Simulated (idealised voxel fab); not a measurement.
Documented hereafter: the process module known as voxel transistor to metal.
Shown is cross-section cut, with a width of 295 nm and square cells of size 5 nm.
If you're reading a cross-section in this doc, picture square cells in a grid; it comes to you as bands, top ones listed first down to the bottom, and a band can be one or more rows of cells. Per band: top height and bottom height in nm, followed by the left-to-right materials and their widths in nm; "everywhere" marks a single material spanning edge to edge, "empty" marks empty space. Heights from 0 (as-received wafer is one material below). Bottom band endless downward, as "0 nm and below". Note: "30->40" means the width goes from the first number (top row of the band) to the second number (bottom row) in equal steps per row of cells. "everything unchanged" for a step: no cell of the cross-section changed in that step. Any empty space of 8 cells or more lacking an open way to the top shows up in "Voids, sealed" as width x height at distance, distance from the left edge, in nm. Step line, after settings: the simulator's comment on this step. The setting "overlay nm" may be written on the line of a step. When the step uses a mask, the value reports how far to the right of the planned place the mask lay, and a negative value reports that it lay to the left. Note on reading: below, each pair holds a cross-section from before one process step and one from after it; the one from after shows only down to the lowest band that changed. Beneath the pair, the step in between is stated along with its settings. The pairs can stem from different runs of this module on the same starting wafer. Where a pair's entry headed "before" says so, and only there, that pair continues from the pair above it.

BEFORE
* 40 nm to 15 nm  65 nm SiO2, then 5 nm SiN, then 25 nm SiCN, then 5 nm SiN, then 95 nm SiO2, then 5 nm SiN, then 25 nm SiCN, then 5 nm SiN, then 65 nm SiO2
* 15 nm to 0 nm  SiCN everywhere
* 0 nm to -5 nm  SiO2 everywhere
* -5 nm to -35 nm  35 nm SiO2, then 95 nm Si, then 35 nm SiO2, then 95 nm Si, then 35 nm SiO2
* -35 nm and below  Si everywhere
* Voids, sealed: none

RESULTING CROSS-SECTION
* 50 nm to 40 nm  SiO2 everywhere
* Below 40 it's all the same as before, nothing changed down there.
* Voids, sealed: none
As a process note, the step between the before and after cross-sections shown above is op DIRECTIONAL_DEP | material SiO2 | thk nm 10

before: identical to the post-step cross-section of the immediately preceding pair.

RESULTING CROSS-SECTION
* 65 nm to 50 nm  35 nm resist, then 30 nm empty, then 35 nm resist, then 30 nm empty, then 35 nm resist, then 30 nm empty, then 35 nm resist, then 30 nm empty, then 35 nm resist
* Below 50 it's all the same as before, nothing changed down there.
* Voids, sealed: none
As a process note, the step between the before and after cross-sections shown above is op PATTERN | tone open | mask id CONTACT | material resist | width nm 30 | pitch nm 65 | thk nm 15 | overlay nm 0

before: identical to the post-step cross-section of the immediately preceding pair.

RESULTING CROSS-SECTION
* 65 nm to 50 nm  35 nm resist, then 30 nm empty, then 35 nm resist, then 30 nm empty, then 35 nm resist, then 30 nm empty, then 35 nm resist, then 30 nm empty, then 35 nm resist
* 50 nm to 40 nm  35 nm SiO2, then 30 nm empty, then 35 nm SiO2, then 30 nm empty, then 35 nm SiO2, then 30 nm empty, then 35 nm SiO2, then 30 nm empty, then 35 nm SiO2
* 40 nm to 15 nm  35 nm SiO2, then 30 nm empty, then 5 nm SiN, then 25 nm SiCN, then 5 nm SiN, then 30 nm empty, then 35 nm SiO2, then 30 nm empty, then 5 nm SiN, then 25 nm SiCN, then 5 nm SiN, then 30 nm empty, then 35 nm SiO2
* Below 15 it's all the same as before, nothing changed down there.
* Voids, sealed: none
As a process note, the step between the before and after cross-sections shown above is op DIRECTIONAL_ETCH | etch materials SiO2 | depth nm 50

before: identical to the post-step cross-section of the immediately preceding pair.

RESULTING CROSS-SECTION
* 50 nm to 40 nm  35 nm SiO2, then 30 nm empty, then 35 nm SiO2, then 30 nm empty, then 35 nm SiO2, then 30 nm empty, then 35 nm SiO2, then 30 nm empty, then 35 nm SiO2
* Below 40 it's all the same as before, nothing changed down there.
* Voids, sealed: none
As a process note, the step between the before and after cross-sections shown above is op STRIP | etch materials resist

before: identical to the post-step cross-section of the immediately preceding pair.

RESULTING CROSS-SECTION
* 55 nm to 50 nm  40 nm TiN, then 20 nm empty, then 45 nm TiN, then 20 nm empty, then 45 nm TiN, then 20 nm empty, then 45 nm TiN, then 20 nm empty, then 40 nm TiN
* 50 nm to 40 nm  35 nm SiO2, then 5 nm TiN, then 20 nm empty, then 5 nm TiN, then 35 nm SiO2, then 5 nm TiN, then 20 nm empty, then 5 nm TiN, then 35 nm SiO2, then 5 nm TiN, then 20 nm empty, then 5 nm TiN, then 35 nm SiO2, then 5 nm TiN, then 20 nm empty, then 5 nm TiN, then 35 nm SiO2
* 40 nm to 20 nm  35 nm SiO2, then 5 nm TiN, then 20 nm empty, then 5 nm TiN, then 5 nm SiN, then 25 nm SiCN, then 5 nm SiN, then 5 nm TiN, then 20 nm empty, then 5 nm TiN, then 35 nm SiO2, then 5 nm TiN, then 20 nm empty, then 5 nm TiN, then 5 nm SiN, then 25 nm SiCN, then 5 nm SiN, then 5 nm TiN, then 20 nm empty, then 5 nm TiN, then 35 nm SiO2
* 20 nm to 15 nm  35 nm SiO2, then 30 nm TiN, then 5 nm SiN, then 25 nm SiCN, then 5 nm SiN, then 30 nm TiN, then 35 nm SiO2, then 30 nm TiN, then 5 nm SiN, then 25 nm SiCN, then 5 nm SiN, then 30 nm TiN, then 35 nm SiO2
* Below 15 it's all the same as before, nothing changed down there.
* Voids, sealed: none
As a process note, the step between the before and after cross-sections shown above is op CONFORMAL_DEP | material TiN | thk nm 5

before: identical to the post-step cross-section of the immediately preceding pair.

RESULTING CROSS-SECTION
* 60 nm to 55 nm  W everywhere
* 55 nm to 50 nm  40 nm TiN, then 20 nm W, then 45 nm TiN, then 20 nm W, then 45 nm TiN, then 20 nm W, then 45 nm TiN, then 20 nm W, then 40 nm TiN
* 50 nm to 40 nm  35 nm SiO2, then 5 nm TiN, then 20 nm W, then 5 nm TiN, then 35 nm SiO2, then 5 nm TiN, then 20 nm W, then 5 nm TiN, then 35 nm SiO2, then 5 nm TiN, then 20 nm W, then 5 nm TiN, then 35 nm SiO2, then 5 nm TiN, then 20 nm W, then 5 nm TiN, then 35 nm SiO2
* 40 nm to 20 nm  35 nm SiO2, then 5 nm TiN, then 20 nm W, then 5 nm TiN, then 5 nm SiN, then 25 nm SiCN, then 5 nm SiN, then 5 nm TiN, then 20 nm W, then 5 nm TiN, then 35 nm SiO2, then 5 nm TiN, then 20 nm W, then 5 nm TiN, then 5 nm SiN, then 25 nm SiCN, then 5 nm SiN, then 5 nm TiN, then 20 nm W, then 5 nm TiN, then 35 nm SiO2
* Below 20 it's all the same as before, nothing changed down there.
* Voids, sealed: none
As a process note, the step between the before and after cross-sections shown above is op FILL_DEP | material W | thk nm 5

before: identical to the post-step cross-section of the immediately preceding pair.

RESULTING CROSS-SECTION
* 50 nm to 40 nm  35 nm SiO2, then 5 nm TiN, then 20 nm W, then 5 nm TiN, then 35 nm SiO2, then 5 nm TiN, then 20 nm W, then 5 nm TiN, then 35 nm SiO2, then 5 nm TiN, then 20 nm W, then 5 nm TiN, then 35 nm SiO2, then 5 nm TiN, then 20 nm W, then 5 nm TiN, then 35 nm SiO2
* Below 40 it's all the same as before, nothing changed down there.
* Voids, sealed: none
As a process note, the step between the before and after cross-sections shown above is op CMP | height nm 50

before: identical to the post-step cross-section of the immediately preceding pair.

RESULTING CROSS-SECTION
* 55 nm to 50 nm  TiN everywhere
* Below 50 it's all the same as before, nothing changed down there.
* Voids, sealed: none
As a process note, the step between the before and after cross-sections shown above is op DIRECTIONAL_DEP | material TiN | thk nm 5

before: identical to the post-step cross-section of the immediately preceding pair.

RESULTING CROSS-SECTION
* 70 nm to 55 nm  Ru everywhere
* Below 55 it's all the same as before, nothing changed down there.
* Voids, sealed: none
As a process note, the step between the before and after cross-sections shown above is op DIRECTIONAL_DEP | material Ru | thk nm 15

before: identical to the post-step cross-section of the immediately preceding pair.

RESULTING CROSS-SECTION
* 70 nm to 55 nm  35 nm empty, then 15 nm Ru, then 65 nm empty, then 15 nm Ru, then 35 nm empty, then 15 nm Ru, then 65 nm empty, then 15 nm Ru, then 35 nm empty
* Below 55 it's all the same as before, nothing changed down there.
* Voids, sealed: none
As a process note, the step between the before and after cross-sections shown above is op MASKED_ETCH | tone cover | mask id METAL_1 | width nm 15 | etch materials Ru | depth nm 15 | overlay nm 0

before: identical to the post-step cross-section of the immediately preceding pair.

RESULTING CROSS-SECTION
* 70 nm to 55 nm  35 nm empty, then 15 nm Ru, then 65 nm empty, then 15 nm Ru, then 35 nm empty, then 15 nm Ru, then 65 nm empty, then 15 nm Ru, then 35 nm empty
* 55 nm to 50 nm  35 nm empty, then 15 nm TiN, then 65 nm empty, then 15 nm TiN, then 35 nm empty, then 15 nm TiN, then 65 nm empty, then 15 nm TiN, then 35 nm empty
* Below 50 it's all the same as before, nothing changed down there.
* Voids, sealed: none
As a process note, the step between the before and after cross-sections shown above is op MASKED_ETCH | tone cover | mask id METAL_1 | width nm 15 | etch materials TiN | depth nm 5 | overlay nm 0

before: identical to the post-step cross-section of the immediately preceding pair.

RESULTING CROSS-SECTION
* 75 nm to 70 nm  30 nm empty, then 25 nm SiN, then 55 nm empty, then 25 nm SiN, then 25 nm empty, then 25 nm SiN, then 55 nm empty, then 25 nm SiN, then 30 nm empty
* 70 nm to 55 nm  30 nm empty, then 5 nm SiN, then 15 nm Ru, then 5 nm SiN, then 55 nm empty, then 5 nm SiN, then 15 nm Ru, then 5 nm SiN, then 25 nm empty, then 5 nm SiN, then 15 nm Ru, then 5 nm SiN, then 55 nm empty, then 5 nm SiN, then 15 nm Ru, then 5 nm SiN, then 30 nm empty
* 55 nm to 50 nm  35 nm SiN, then 15 nm TiN, then 65 nm SiN, then 15 nm TiN, then 35 nm SiN, then 15 nm TiN, then 65 nm SiN, then 15 nm TiN, then 35 nm SiN
* Below 50 it's all the same as before, nothing changed down there.
* Voids, sealed: none
As a process note, the step between the before and after cross-sections shown above is op CONFORMAL_DEP | material SiN | thk nm 5

before: identical to the post-step cross-section of the immediately preceding pair.

RESULTING CROSS-SECTION
* 80 nm to 75 nm  SiO2 everywhere
* 75 nm to 70 nm  30 nm SiO2, then 25 nm SiN, then 55 nm SiO2, then 25 nm SiN, then 25 nm SiO2, then 25 nm SiN, then 55 nm SiO2, then 25 nm SiN, then 30 nm SiO2
* 70 nm to 55 nm  30 nm SiO2, then 5 nm SiN, then 15 nm Ru, then 5 nm SiN, then 55 nm SiO2, then 5 nm SiN, then 15 nm Ru, then 5 nm SiN, then 25 nm SiO2, then 5 nm SiN, then 15 nm Ru, then 5 nm SiN, then 55 nm SiO2, then 5 nm SiN, then 15 nm Ru, then 5 nm SiN, then 30 nm SiO2
* Below 55 it's all the same as before, nothing changed down there.
* Voids, sealed: none
As a process note, the step between the before and after cross-sections shown above is op FILL_DEP | material SiO2 | thk nm 5

before: identical to the post-step cross-section of the immediately preceding pair.

RESULTING CROSS-SECTION
* 70 nm to 55 nm  30 nm SiO2, then 5 nm SiN, then 15 nm Ru, then 5 nm SiN, then 55 nm SiO2, then 5 nm SiN, then 15 nm Ru, then 5 nm SiN, then 25 nm SiO2, then 5 nm SiN, then 15 nm Ru, then 5 nm SiN, then 55 nm SiO2, then 5 nm SiN, then 15 nm Ru, then 5 nm SiN, then 30 nm SiO2
* Below 55 it's all the same as before, nothing changed down there.
* Voids, sealed: none
As a process note, the step between the before and after cross-sections shown above is op CMP | height nm 70

before: identical to the post-step cross-section of the immediately preceding pair.

RESULTING CROSS-SECTION
* 75 nm to 70 nm  SiCN everywhere
* Below 70 it's all the same as before, nothing changed down there.
* Voids, sealed: none
As a process note, the step between the before and after cross-sections shown above is op CONFORMAL_DEP | material SiCN | thk nm 5

before: identical to the post-step cross-section of the immediately preceding pair.

RESULTING CROSS-SECTION
* 100 nm to 75 nm  SiO2 everywhere
* Below 75 it's all the same as before, nothing changed down there.
* Voids, sealed: none
As a process note, the step between the before and after cross-sections shown above is op DIRECTIONAL_DEP | material SiO2 | thk nm 25

before: identical to the post-step cross-section of the immediately preceding pair.

RESULTING CROSS-SECTION
* 110 nm to 100 nm  aC everywhere
* Below 100 it's all the same as before, nothing changed down there.
* Voids, sealed: none
As a process note, the step between the before and after cross-sections shown above is op DIRECTIONAL_DEP | material aC | thk nm 10

before: identical to the post-step cross-section of the immediately preceding pair.

RESULTING CROSS-SECTION
* 140 nm to 110 nm  35 nm resist, then 15 nm empty, then 115 nm resist, then 15 nm empty, then 115 nm resist
* Below 110 it's all the same as before, nothing changed down there.
* Voids, sealed: none
As a process note, the step between the before and after cross-sections shown above is op PATTERN | tone open | mask id METAL_2 | material resist | width nm 15 | pitch nm 130 | thk nm 30 | overlay nm 0

before: identical to the post-step cross-section of the immediately preceding pair.

RESULTING CROSS-SECTION
* 130 nm to 110 nm  35 nm resist, then 15 nm empty, then 115 nm resist, then 15 nm empty, then 115 nm resist
* 110 nm to 100 nm  35 nm aC, then 15 nm empty, then 115 nm aC, then 15 nm empty, then 115 nm aC
* Below 100 it's all the same as before, nothing changed down there.
* Voids, sealed: none
As a process note, the step between the before and after cross-sections shown above is op DIRECTIONAL_ETCH | etch materials aC | depth nm 10

before: identical to the post-step cross-section of the immediately preceding pair.

RESULTING CROSS-SECTION
* 110 nm to 100 nm  35 nm aC, then 15 nm empty, then 115 nm aC, then 15 nm empty, then 115 nm aC
* Below 100 it's all the same as before, nothing changed down there.
* Voids, sealed: none
As a process note, the step between the before and after cross-sections shown above is op STRIP | etch materials resist

before: identical to the post-step cross-section of the immediately preceding pair.

RESULTING CROSS-SECTION
* 110 nm to 100 nm  35 nm aC, then 15 nm empty, then 115 nm aC, then 15 nm empty, then 115 nm aC
* 100 nm to 85 nm  35 nm SiO2, then 15 nm empty, then 115 nm SiO2, then 15 nm empty, then 115 nm SiO2
* Below 85 it's all the same as before, nothing changed down there.
* Voids, sealed: none
As a process note, the step between the before and after cross-sections shown above is op DIRECTIONAL_ETCH | etch materials SiO2 | depth nm 15

before: identical to the post-step cross-section of the immediately preceding pair.

RESULTING CROSS-SECTION
* 100 nm to 85 nm  35 nm SiO2, then 15 nm empty, then 115 nm SiO2, then 15 nm empty, then 115 nm SiO2
* Below 85 it's all the same as before, nothing changed down there.
* Voids, sealed: none
As a process note, the step between the before and after cross-sections shown above is op STRIP | etch materials aC

before: identical to the post-step cross-section of the immediately preceding pair.

RESULTING CROSS-SECTION
* 100 nm to 75 nm  35 nm SiO2, then 15 nm empty, then 115 nm SiO2, then 15 nm empty, then 115 nm SiO2
* Below 75 it's all the same as before, nothing changed down there.
* Voids, sealed: none
As a process note, the step between the before and after cross-sections shown above is op MASKED_ETCH | tone open | mask id METAL_2_HOLES | width nm 15 | pitch nm 130 | etch materials SiO2 | depth nm 10 | overlay nm 0

before: identical to the post-step cross-section of the immediately preceding pair.

RESULTING CROSS-SECTION
* 100 nm to 75 nm  35 nm SiO2, then 15 nm empty, then 115 nm SiO2, then 15 nm empty, then 115 nm SiO2
* 75 nm to 70 nm  35 nm SiCN, then 15 nm empty, then 115 nm SiCN, then 15 nm empty, then 115 nm SiCN
* Below 70 it's all the same as before, nothing changed down there.
* Voids, sealed: none
As a process note, the step between the before and after cross-sections shown above is op MASKED_ETCH | tone open | mask id METAL_2_HOLES | width nm 15 | pitch nm 130 | etch materials SiCN | depth nm 5 | overlay nm 0

before: identical to the post-step cross-section of the immediately preceding pair.

RESULTING CROSS-SECTION
* 105 nm to 100 nm  40 nm TiN, then 5 nm empty, then 125 nm TiN, then 5 nm empty, then 120 nm TiN
* 100 nm to 75 nm  35 nm SiO2, then 5 nm TiN, then 5 nm empty, then 5 nm TiN, then 115 nm SiO2, then 5 nm TiN, then 5 nm empty, then 5 nm TiN, then 115 nm SiO2
* 75 nm to 70 nm  35 nm SiCN, then 15 nm TiN, then 115 nm SiCN, then 15 nm TiN, then 115 nm SiCN
* Below 70 it's all the same as before, nothing changed down there.
* Voids, sealed: none
As a process note, the step between the before and after cross-sections shown above is op CONFORMAL_DEP | material TiN | thk nm 5

before: identical to the post-step cross-section of the immediately preceding pair.

RESULTING CROSS-SECTION
* 115 nm to 105 nm  Ru everywhere
* 105 nm to 100 nm  40 nm TiN, then 5 nm Ru, then 125 nm TiN, then 5 nm Ru, then 120 nm TiN
* 100 nm to 75 nm  35 nm SiO2, then 5 nm TiN, then 5 nm Ru, then 5 nm TiN, then 115 nm SiO2, then 5 nm TiN, then 5 nm Ru, then 5 nm TiN, then 115 nm SiO2
* Below 75 it's all the same as before, nothing changed down there.
* Voids, sealed: none
As a process note, the step between the before and after cross-sections shown above is op FILL_DEP | material Ru | thk nm 10

before: identical to the post-step cross-section of the immediately preceding pair.

RESULTING CROSS-SECTION
* 100 nm to 75 nm  35 nm SiO2, then 5 nm TiN, then 5 nm Ru, then 5 nm TiN, then 115 nm SiO2, then 5 nm TiN, then 5 nm Ru, then 5 nm TiN, then 115 nm SiO2
* Below 75 it's all the same as before, nothing changed down there.
* Voids, sealed: none
As a process note, the step between the before and after cross-sections shown above is op CMP | height nm 100

before: identical to the post-step cross-section of the immediately preceding pair.

RESULTING CROSS-SECTION
* 105 nm to 100 nm  SiN everywhere
* Below 100 it's all the same as before, nothing changed down there.
* Voids, sealed: none
As a process note, the step between the before and after cross-sections shown above is op CONFORMAL_DEP | material SiN | thk nm 5

BEFORE
* 50 nm to 40 nm  SiO2 everywhere
* 40 nm to 25 nm  65 nm SiO2, then 5 nm SiN, then 25 nm SiCN, then 5 nm SiN, then 95 nm SiO2, then 5 nm SiN, then 25 nm SiCN, then 5 nm SiN, then 65 nm SiO2
* 25 nm to 10 nm  65 nm SiO2, then 5 nm SiN, then 25 nm polySi, then 5 nm SiN, then 95 nm SiO2, then 5 nm SiN, then 25 nm polySi, then 5 nm SiN, then 65 nm SiO2
* 10 nm to 0 nm  50 nm SiO2, then 15 nm nSi, then 5 nm SiN, then 25 nm polySi, then 5 nm SiN, then 15 nm nSi, then 65 nm SiO2, then 15 nm nSi, then 5 nm SiN, then 25 nm polySi, then 5 nm SiN, then 15 nm nSi, then 50 nm SiO2
* 0 nm to -5 nm  30 nm SiO2, then 35 nm nSi, then 35 nm SiO2, then 35 nm nSi, then 25 nm SiO2, then 35 nm nSi, then 35 nm SiO2, then 35 nm nSi, then 30 nm SiO2
* -5 nm to -15 nm  35 nm SiO2, then 30 nm nSi, then 35 nm Si, then 30 nm nSi, then 35 nm SiO2, then 30 nm nSi, then 35 nm Si, then 30 nm nSi, then 35 nm SiO2
* -15 nm to -35 nm  35 nm SiO2, then 95 nm Si, then 35 nm SiO2, then 95 nm Si, then 35 nm SiO2
* -35 nm and below  Si everywhere
* Voids, sealed: none

RESULTING CROSS-SECTION
* 65 nm to 50 nm  35 nm empty, then 30 nm resist, then 35 nm empty, then 30 nm resist, then 35 nm empty, then 30 nm resist, then 35 nm empty, then 30 nm resist, then 35 nm empty
* Below 50 it's all the same as before, nothing changed down there.
* Voids, sealed: none
As a process note, the step between the before and after cross-sections shown above is op PATTERN | tone cover | mask id CONTACT | material resist | width nm 30 | pitch nm 65 | thk nm 15 | overlay nm 0

before: identical to the post-step cross-section of the immediately preceding pair.

RESULTING CROSS-SECTION
* 65 nm to 50 nm  35 nm empty, then 30 nm resist, then 35 nm empty, then 30 nm resist, then 35 nm empty, then 30 nm resist, then 35 nm empty, then 30 nm resist, then 35 nm empty
* 50 nm to 40 nm  35 nm empty, then 30 nm SiO2, then 35 nm empty, then 30 nm SiO2, then 35 nm empty, then 30 nm SiO2, then 35 nm empty, then 30 nm SiO2, then 35 nm empty
* 40 nm to 25 nm  35 nm empty, then 30 nm SiO2, then 5 nm SiN, then 25 nm SiCN, then 5 nm SiN, then 30 nm SiO2, then 35 nm empty, then 30 nm SiO2, then 5 nm SiN, then 25 nm SiCN, then 5 nm SiN, then 30 nm SiO2, then 35 nm empty
* 25 nm to 10 nm  35 nm empty, then 30 nm SiO2, then 5 nm SiN, then 25 nm polySi, then 5 nm SiN, then 30 nm SiO2, then 35 nm empty, then 30 nm SiO2, then 5 nm SiN, then 25 nm polySi, then 5 nm SiN, then 30 nm SiO2, then 35 nm empty
* 10 nm to 0 nm  35 nm empty, then 15 nm SiO2, then 15 nm nSi, then 5 nm SiN, then 25 nm polySi, then 5 nm SiN, then 15 nm nSi, then 15 nm SiO2, then 35 nm empty, then 15 nm SiO2, then 15 nm nSi, then 5 nm SiN, then 25 nm polySi, then 5 nm SiN, then 15 nm nSi, then 15 nm SiO2, then 35 nm empty
* Below 0 it's all the same as before, nothing changed down there.
* Voids, sealed: none
As a process note, the step between the before and after cross-sections shown above is op DIRECTIONAL_ETCH | etch materials SiO2 | depth nm 50

before: identical to the post-step cross-section of the immediately preceding pair.

RESULTING CROSS-SECTION
* 50 nm to 40 nm  35 nm empty, then 30 nm SiO2, then 35 nm empty, then 30 nm SiO2, then 35 nm empty, then 30 nm SiO2, then 35 nm empty, then 30 nm SiO2, then 35 nm empty
* Below 40 it's all the same as before, nothing changed down there.
* Voids, sealed: none
As a process note, the step between the before and after cross-sections shown above is op STRIP | etch materials resist

before: identical to the post-step cross-section of the immediately preceding pair.

RESULTING CROSS-SECTION
* 55 nm to 50 nm  30 nm empty, then 40 nm TiN, then 25 nm empty, then 40 nm TiN, then 25 nm empty, then 40 nm TiN, then 25 nm empty, then 40 nm TiN, then 30 nm empty
* 50 nm to 45 nm  30 nm empty, then 5 nm TiN, then 30 nm SiO2, then 5 nm TiN, then 25 nm empty, then 5 nm TiN, then 30 nm SiO2, then 5 nm TiN, then 25 nm empty, then 5 nm TiN, then 30 nm SiO2, then 5 nm TiN, then 25 nm empty, then 5 nm TiN, then 30 nm SiO2, then 5 nm TiN, then 30 nm empty
* 45 nm to 40 nm  30 nm empty, then 5 nm TiN, then 30 nm SiO2, then 35 nm TiN, then 30 nm SiO2, then 5 nm TiN, then 25 nm empty, then 5 nm TiN, then 30 nm SiO2, then 35 nm TiN, then 30 nm SiO2, then 5 nm TiN, then 30 nm empty
* 40 nm to 25 nm  30 nm empty, then 5 nm TiN, then 30 nm SiO2, then 5 nm SiN, then 25 nm SiCN, then 5 nm SiN, then 30 nm SiO2, then 5 nm TiN, then 25 nm empty, then 5 nm TiN, then 30 nm SiO2, then 5 nm SiN, then 25 nm SiCN, then 5 nm SiN, then 30 nm SiO2, then 5 nm TiN, then 30 nm empty
* 25 nm to 10 nm  30 nm empty, then 5 nm TiN, then 30 nm SiO2, then 5 nm SiN, then 25 nm polySi, then 5 nm SiN, then 30 nm SiO2, then 5 nm TiN, then 25 nm empty, then 5 nm TiN, then 30 nm SiO2, then 5 nm SiN, then 25 nm polySi, then 5 nm SiN, then 30 nm SiO2, then 5 nm TiN, then 30 nm empty
* 10 nm to 5 nm  30 nm empty, then 5 nm TiN, then 15 nm SiO2, then 15 nm nSi, then 5 nm SiN, then 25 nm polySi, then 5 nm SiN, then 15 nm nSi, then 15 nm SiO2, then 5 nm TiN, then 25 nm empty, then 5 nm TiN, then 15 nm SiO2, then 15 nm nSi, then 5 nm SiN, then 25 nm polySi, then 5 nm SiN, then 15 nm nSi, then 15 nm SiO2, then 5 nm TiN, then 30 nm empty
* 5 nm to 0 nm  35 nm TiN, then 15 nm SiO2, then 15 nm nSi, then 5 nm SiN, then 25 nm polySi, then 5 nm SiN, then 15 nm nSi, then 15 nm SiO2, then 35 nm TiN, then 15 nm SiO2, then 15 nm nSi, then 5 nm SiN, then 25 nm polySi, then 5 nm SiN, then 15 nm nSi, then 15 nm SiO2, then 35 nm TiN
* Below 0 it's all the same as before, nothing changed down there.
* Voids, sealed: none
As a process note, the step between the before and after cross-sections shown above is op CONFORMAL_DEP | material TiN | thk nm 5

before: identical to the post-step cross-section of the immediately preceding pair.

RESULTING CROSS-SECTION
* 60 nm to 55 nm  W everywhere
* 55 nm to 50 nm  30 nm W, then 40 nm TiN, then 25 nm W, then 40 nm TiN, then 25 nm W, then 40 nm TiN, then 25 nm W, then 40 nm TiN, then 30 nm W
* 50 nm to 45 nm  30 nm W, then 5 nm TiN, then 30 nm SiO2, then 5 nm TiN, then 25 nm W, then 5 nm TiN, then 30 nm SiO2, then 5 nm TiN, then 25 nm W, then 5 nm TiN, then 30 nm SiO2, then 5 nm TiN, then 25 nm W, then 5 nm TiN, then 30 nm SiO2, then 5 nm TiN, then 30 nm W
* 45 nm to 40 nm  30 nm W, then 5 nm TiN, then 30 nm SiO2, then 35 nm TiN, then 30 nm SiO2, then 5 nm TiN, then 25 nm W, then 5 nm TiN, then 30 nm SiO2, then 35 nm TiN, then 30 nm SiO2, then 5 nm TiN, then 30 nm W
* 40 nm to 25 nm  30 nm W, then 5 nm TiN, then 30 nm SiO2, then 5 nm SiN, then 25 nm SiCN, then 5 nm SiN, then 30 nm SiO2, then 5 nm TiN, then 25 nm W, then 5 nm TiN, then 30 nm SiO2, then 5 nm SiN, then 25 nm SiCN, then 5 nm SiN, then 30 nm SiO2, then 5 nm TiN, then 30 nm W
* 25 nm to 10 nm  30 nm W, then 5 nm TiN, then 30 nm SiO2, then 5 nm SiN, then 25 nm polySi, then 5 nm SiN, then 30 nm SiO2, then 5 nm TiN, then 25 nm W, then 5 nm TiN, then 30 nm SiO2, then 5 nm SiN, then 25 nm polySi, then 5 nm SiN, then 30 nm SiO2, then 5 nm TiN, then 30 nm W
* 10 nm to 5 nm  30 nm W, then 5 nm TiN, then 15 nm SiO2, then 15 nm nSi, then 5 nm SiN, then 25 nm polySi, then 5 nm SiN, then 15 nm nSi, then 15 nm SiO2, then 5 nm TiN, then 25 nm W, then 5 nm TiN, then 15 nm SiO2, then 15 nm nSi, then 5 nm SiN, then 25 nm polySi, then 5 nm SiN, then 15 nm nSi, then 15 nm SiO2, then 5 nm TiN, then 30 nm W
* Below 5 it's all the same as before, nothing changed down there.
* Voids, sealed: none
As a process note, the step between the before and after cross-sections shown above is op FILL_DEP | material W | thk nm 5

before: identical to the post-step cross-section of the immediately preceding pair.

RESULTING CROSS-SECTION
* 50 nm to 45 nm  30 nm W, then 5 nm TiN, then 30 nm SiO2, then 5 nm TiN, then 25 nm W, then 5 nm TiN, then 30 nm SiO2, then 5 nm TiN, then 25 nm W, then 5 nm TiN, then 30 nm SiO2, then 5 nm TiN, then 25 nm W, then 5 nm TiN, then 30 nm SiO2, then 5 nm TiN, then 30 nm W
* Below 45 it's all the same as before, nothing changed down there.
* Voids, sealed: none
As a process note, the step between the before and after cross-sections shown above is op CMP | height nm 50

before: identical to the post-step cross-section of the immediately preceding pair.

RESULTING CROSS-SECTION
* 55 nm to 50 nm  TiN everywhere
* Below 50 it's all the same as before, nothing changed down there.
* Voids, sealed: none
As a process note, the step between the before and after cross-sections shown above is op DIRECTIONAL_DEP | material TiN | thk nm 5

before: identical to the post-step cross-section of the immediately preceding pair.

RESULTING CROSS-SECTION
* 70 nm to 55 nm  Ru everywhere
* Below 55 it's all the same as before, nothing changed down there.
* Voids, sealed: none
As a process note, the step between the before and after cross-sections shown above is op DIRECTIONAL_DEP | material Ru | thk nm 15

before: identical to the post-step cross-section of the immediately preceding pair.

RESULTING CROSS-SECTION
* 70 nm to 55 nm  35 nm empty, then 15 nm Ru, then 65 nm empty, then 15 nm Ru, then 35 nm empty, then 15 nm Ru, then 65 nm empty, then 15 nm Ru, then 35 nm empty
* Below 55 it's all the same as before, nothing changed down there.
* Voids, sealed: none
As a process note, the step between the before and after cross-sections shown above is op MASKED_ETCH | tone cover | mask id METAL_1 | width nm 15 | etch materials Ru | depth nm 15 | overlay nm 0

before: identical to the post-step cross-section of the immediately preceding pair.

RESULTING CROSS-SECTION
* 70 nm to 55 nm  35 nm empty, then 15 nm Ru, then 65 nm empty, then 15 nm Ru, then 35 nm empty, then 15 nm Ru, then 65 nm empty, then 15 nm Ru, then 35 nm empty
* 55 nm to 50 nm  35 nm empty, then 15 nm TiN, then 65 nm empty, then 15 nm TiN, then 35 nm empty, then 15 nm TiN, then 65 nm empty, then 15 nm TiN, then 35 nm empty
* Below 50 it's all the same as before, nothing changed down there.
* Voids, sealed: none
As a process note, the step between the before and after cross-sections shown above is op MASKED_ETCH | tone cover | mask id METAL_1 | width nm 15 | etch materials TiN | depth nm 5 | overlay nm 0

before: identical to the post-step cross-section of the immediately preceding pair.

RESULTING CROSS-SECTION
* 75 nm to 70 nm  30 nm empty, then 25 nm SiN, then 55 nm empty, then 25 nm SiN, then 25 nm empty, then 25 nm SiN, then 55 nm empty, then 25 nm SiN, then 30 nm empty
* 70 nm to 55 nm  30 nm empty, then 5 nm SiN, then 15 nm Ru, then 5 nm SiN, then 55 nm empty, then 5 nm SiN, then 15 nm Ru, then 5 nm SiN, then 25 nm empty, then 5 nm SiN, then 15 nm Ru, then 5 nm SiN, then 55 nm empty, then 5 nm SiN, then 15 nm Ru, then 5 nm SiN, then 30 nm empty
* 55 nm to 50 nm  35 nm SiN, then 15 nm TiN, then 65 nm SiN, then 15 nm TiN, then 35 nm SiN, then 15 nm TiN, then 65 nm SiN, then 15 nm TiN, then 35 nm SiN
* Below 50 it's all the same as before, nothing changed down there.
* Voids, sealed: none
As a process note, the step between the before and after cross-sections shown above is op CONFORMAL_DEP | material SiN | thk nm 5

before: identical to the post-step cross-section of the immediately preceding pair.

RESULTING CROSS-SECTION
* 80 nm to 75 nm  SiO2 everywhere
* 75 nm to 70 nm  30 nm SiO2, then 25 nm SiN, then 55 nm SiO2, then 25 nm SiN, then 25 nm SiO2, then 25 nm SiN, then 55 nm SiO2, then 25 nm SiN, then 30 nm SiO2
* 70 nm to 55 nm  30 nm SiO2, then 5 nm SiN, then 15 nm Ru, then 5 nm SiN, then 55 nm SiO2, then 5 nm SiN, then 15 nm Ru, then 5 nm SiN, then 25 nm SiO2, then 5 nm SiN, then 15 nm Ru, then 5 nm SiN, then 55 nm SiO2, then 5 nm SiN, then 15 nm Ru, then 5 nm SiN, then 30 nm SiO2
* Below 55 it's all the same as before, nothing changed down there.
* Voids, sealed: none
As a process note, the step between the before and after cross-sections shown above is op FILL_DEP | material SiO2 | thk nm 5
